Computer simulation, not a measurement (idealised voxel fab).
process module | voxel trench capacitor
cross-section cut | 205 nm wide | cells 5 nm
A cross-section is a grid of square cells, given in bands from the top down. A band is one or more rows of cells.
Each band's line starts with the height of the band's top and of its bottom, in nm. Then come its materials from left to right, each with its width in nm. One material with "throughout" fills the band from edge to edge. "air" is empty space.
Height 0 is the level under which the wafer as received is all one material. The lowest band goes on downwards, as in "0 down".
A width such as "30 to 40" changes by the same amount from each row of cells to the next, from the band's top row to its bottom row.
"no change" after a step means that no cell of the cross-section changed.
closed voids: empty space of 8 cells or more with no open way to the top, each as width x height at its distance from the left edge, in nm
after a step's settings: what the simulator itself notes on the step
overlay nm, on a step with a mask: how far to the right of its planned place the mask lay; to the left if negative
plan
1 op RECEIVE | material Si
2 op CONFORMAL_DEP | material SiN | thk nm 10
3 op MASKED_ETCH | tone open | mask id TRENCH | width nm 25 | pitch nm 45 | etch materials SiN | depth nm 10 | overlay nm 0
4 op MASKED_ETCH | tone open | mask id TRENCH | width nm 25 | pitch nm 45 | etch materials Si | depth nm 25 | overlay nm 0
5 op CONFORMAL_DEP | material Al2O3 | thk nm 5
6 op FILL_DEP | material polySi | thk nm 5
7 op CMP | height nm 10
as received, after step 1
  0 down: Si throughout
  closed voids: none
first wafer at the end, as planned
  10 to 0: SiN 65 | Al2O3 5 | polySi 15 | Al2O3 5 | SiN 20 | Al2O3 5 | polySi 15 | Al2O3 5 | SiN 70
  0 to -20: Si 65 | Al2O3 5 | polySi 15 | Al2O3 5 | Si 20 | Al2O3 5 | polySi 15 | Al2O3 5 | Si 70
  -20 to -25: Si 65 | Al2O3 25 | Si 20 | Al2O3 25 | Si 70
  -25 down: Si throughout
  closed voids: none
second wafer at the end: like start, like plan, one mistake
  10 to 5: polySi throughout
  5 to 0: Al2O3 70 | polySi 15 | Al2O3 30 | polySi 15 | Al2O3 75
  0 to -20: Si 65 | Al2O3 5 | polySi 15 | Al2O3 5 | Si 20 | Al2O3 5 | polySi 15 | Al2O3 5 | Si 70
  -20 to -25: Si 65 | Al2O3 25 | Si 20 | Al2O3 25 | Si 70
  -25 down: Si throughout
  closed voids: none
what went wrong: step 2 was left out
at the end the second wafer has, in cells: 27 more of Al2O3 | 62 fewer of SiN | 35 more of polySi
